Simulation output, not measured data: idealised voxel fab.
The following is a process module called voxel transistor to metal.
This is section cut - it's 275 nm across, gridded in 5 nm square cells.
A cross-section is written here as square cells arranged in a grid, and it is given in bands from the top down, each band taking up one or more rows of cells. For a band, the entry starts with two heights in nm, that of the top and then that of the bottom, and carries on with the band's materials in order from left to right, each alongside its width in nm; the word "edge to edge" beside a single material means it fills the band edge to edge, and "blank" means empty space. Counting heights begins at 0, where everything beneath is, in the wafer as received, one material. The lowest band has no bottom; it goes on downwards, as "0 -> down" shows. You'd read "30 to 40" like this: the band's top row of cells is as wide as the first number, its bottom row is as wide as the second, and going down, every row changes width by the same amount as the row before did. You'll sometimes find "no change" written for a step, and that's the way of saying that nowhere in the cross-section did a cell change during that step. In "Closed cavity list" the enclosed voids are listed, meaning empty spaces of 8 cells or larger without any opening to the top. The form is width x height at distance, distance from the left edge, units nm. Post-settings text on a step line: simulator's own remark regarding the step. overlay nm: step with mask; distance mask lay right of planned place; negative value = left of planned place.
-- These are the steps we planned for the process
1 op RECEIVE | material Si
2 op OXIDIZE | depth nm 5
3 op CONFORMAL_DEP | material SiN | thk nm 10
4 op PATTERN | tone cover | mask id ACTIVE | material resist | width nm 105 | pitch nm 135 | thk nm 20 | overlay nm 0
5 op DIRECTIONAL_ETCH | etch materials SiN | depth nm 10
6 op DIRECTIONAL_ETCH | etch materials SiO2 | depth nm 5
7 op DIRECTIONAL_ETCH | etch materials Si | depth nm 35
8 op STRIP | etch materials resist
9 op FILL_DEP | material SiO2 | thk nm 15
10 op CMP | height nm 10
11 op SELECTIVE_ETCH | etch materials SiO2 | depth nm 5
12 op STRIP | etch materials SiN
13 op SELECTIVE_ETCH | etch materials SiO2 | depth nm 5
14 op OXIDIZE | depth nm 5
15 op DIRECTIONAL_DEP | material polySi | thk nm 30
16 op DIRECTIONAL_DEP | material SiCN | thk nm 15
17 op PATTERN | tone cover | mask id GATE | material resist | width nm 35 | pitch nm 135 | thk nm 15 | overlay nm 0
18 op DIRECTIONAL_ETCH | etch materials SiCN | depth nm 25
19 op DIRECTIONAL_ETCH | etch materials polySi | depth nm 40
20 op STRIP | etch materials resist
21 op CONFORMAL_DEP | material SiO2 | thk nm 5
22 op DIRECTIONAL_ETCH | etch materials SiO2 | depth nm 5
23 op CONFORMAL_DEP | material SiN | thk nm 5
24 op DIRECTIONAL_ETCH | etch materials SiN | depth nm 5
25 op DIRECTIONAL_ETCH | etch materials SiO2 | depth nm 5
26 op DIRECTIONAL_ETCH | etch materials Si | depth nm 10
27 op EPI | material nSi | thk nm 10
28 op FILL_DEP | material SiO2 | thk nm 10
29 op CMP | height nm 25
30 op STRIP | etch materials polySi
31 op SELECTIVE_ETCH | etch materials SiO2 | depth nm 5
32 op CONFORMAL_DEP | material HfO2 | thk nm 5
33 op CONFORMAL_DEP | material TiN | thk nm 5
34 op FILL_DEP | material W | thk nm 10
35 op CMP | height nm 20
36 op DIRECTIONAL_DEP | material SiO2 | thk nm 10
37 op PATTERN | tone open | mask id CONTACT | material resist | width nm 15 | thk nm 15 | overlay nm 0
38 op DIRECTIONAL_ETCH | etch materials SiO2 | depth nm 30
39 op STRIP | etch materials resist
40 op CONFORMAL_DEP | material TiN | thk nm 5
41 op FILL_DEP | material W | thk nm 10
42 op CMP | height nm 30
43 op DIRECTIONAL_DEP | material TiN | thk nm 5
44 op DIRECTIONAL_DEP | material Ru | thk nm 25
45 op DIRECTIONAL_DEP | material aC | thk nm 15
46 op PATTERN | tone cover | mask id METAL_1 | material resist | width nm 15 | thk nm 35 | overlay nm 0
47 op DIRECTIONAL_ETCH | etch materials aC | depth nm 15
48 op STRIP | etch materials resist
49 op DIRECTIONAL_ETCH | etch materials Ru | depth nm 25
50 op DIRECTIONAL_ETCH | etch materials TiN | depth nm 5
51 op STRIP | etch materials aC
52 op FILL_DEP | material SiO2 | thk nm 5
53 op CMP | height nm 60
54 op CONFORMAL_DEP | material SiCN | thk nm 5
55 op DIRECTIONAL_DEP | material SiO2 | thk nm 30
56 op MASKED_ETCH | tone open | mask id METAL_2 | width nm 15 | pitch nm 135 | etch materials SiO2 | depth nm 15 | overlay nm 0
57 op DIRECTIONAL_DEP | material aC | thk nm 15
58 op PATTERN | tone open | mask id METAL_2_HOLES | material resist | width nm 15 | pitch nm 135 | thk nm 30 | overlay nm 0
59 op DIRECTIONAL_ETCH | etch materials aC | depth nm 15
60 op STRIP | etch materials resist
61 op DIRECTIONAL_ETCH | etch materials SiO2 | depth nm 15
62 op DIRECTIONAL_ETCH | etch materials SiCN | depth nm 5
63 op STRIP | etch materials aC
64 op CONFORMAL_DEP | material TiN | thk nm 5
65 op FILL_DEP | material Cu | thk nm 10
66 op CMP | height nm 95
67 op CONFORMAL_DEP | material SiN | thk nm 5
-- Cross-section of the wafer at receipt, which is the condition after step 1
  0 -> down: Si edge to edge
  Closed cavity list: none
-- Wafer cross-section at end of module: start and plan as shown above, one execution error
  100 -> 95: SiN edge to edge
  95 -> 65: SiO2 edge to edge
  65 -> 60: SiCN edge to edge
  60 -> 35: 20 nm SiO2 / 15 nm Ru / 65 nm SiO2 / 15 nm Ru / 40 nm SiO2 / 15 nm Ru / 65 nm SiO2 / 15 nm Ru / 25 nm SiO2
  35 -> 30: 20 nm SiO2 / 15 nm TiN / 65 nm SiO2 / 15 nm TiN / 40 nm SiO2 / 15 nm TiN / 65 nm SiO2 / 15 nm TiN / 25 nm SiO2
  30 -> 20: 20 nm SiO2 / 5 nm TiN / 5 nm W / 5 nm TiN / 65 nm SiO2 / 5 nm TiN / 5 nm W / 5 nm TiN / 40 nm SiO2 / 5 nm TiN / 5 nm W / 5 nm TiN / 65 nm SiO2 / 5 nm TiN / 5 nm W / 5 nm TiN / 25 nm SiO2
  20 -> 5: 20 nm SiO2 / 5 nm TiN / 5 nm W / 5 nm TiN / 5 nm SiO2 / 5 nm SiN / 5 nm HfO2 / 5 nm TiN / 25 nm W / 5 nm TiN / 5 nm HfO2 / 5 nm SiN / 5 nm SiO2 / 5 nm TiN / 5 nm W / 5 nm TiN / 40 nm SiO2 / 5 nm TiN / 5 nm W / 5 nm TiN / 5 nm SiO2 / 5 nm SiN / 5 nm HfO2 / 5 nm TiN / 25 nm W / 5 nm TiN / 5 nm HfO2 / 5 nm SiN / 5 nm SiO2 / 5 nm TiN / 5 nm W / 5 nm TiN / 25 nm SiO2
  5 -> 0: 20 nm SiO2 / 15 nm TiN / 5 nm SiO2 / 5 nm SiN / 5 nm HfO2 / 5 nm TiN / 25 nm W / 5 nm TiN / 5 nm HfO2 / 5 nm SiN / 5 nm SiO2 / 15 nm TiN / 40 nm SiO2 / 15 nm TiN / 5 nm SiO2 / 5 nm SiN / 5 nm HfO2 / 5 nm TiN / 25 nm W / 5 nm TiN / 5 nm HfO2 / 5 nm SiN / 5 nm SiO2 / 15 nm TiN / 25 nm SiO2
  0 -> -5: 15 nm SiO2 / 5 nm SiN / 20 nm nSi / 5 nm SiN / 5 nm HfO2 / 35 nm TiN / 5 nm HfO2 / 5 nm SiN / 20 nm nSi / 5 nm SiN / 30 nm SiO2 / 5 nm SiN / 20 nm nSi / 5 nm SiN / 5 nm HfO2 / 35 nm TiN / 5 nm HfO2 / 5 nm SiN / 20 nm nSi / 5 nm SiN / 20 nm SiO2
  -5 -> -10: 20 nm SiO2 / 20 nm nSi / 5 nm SiO2 / 45 nm HfO2 / 5 nm SiO2 / 20 nm nSi / 40 nm SiO2 / 20 nm nSi / 5 nm SiO2 / 45 nm HfO2 / 5 nm SiO2 / 20 nm nSi / 25 nm SiO2
  -10 -> -20: 15 nm SiO2 / 5 nm Si / 20 nm nSi / 55 nm Si / 20 nm nSi / 5 nm Si / 30 nm SiO2 / 5 nm Si / 20 nm nSi / 55 nm Si / 20 nm nSi / 5 nm Si / 20 nm SiO2
  -20 -> -40: 15 nm SiO2 / 105 nm Si / 30 nm SiO2 / 105 nm Si / 20 nm SiO2
  -40 -> down: Si edge to edge
  Closed cavity list: none
Diagnosis: step 55 of the plan saw execution twice
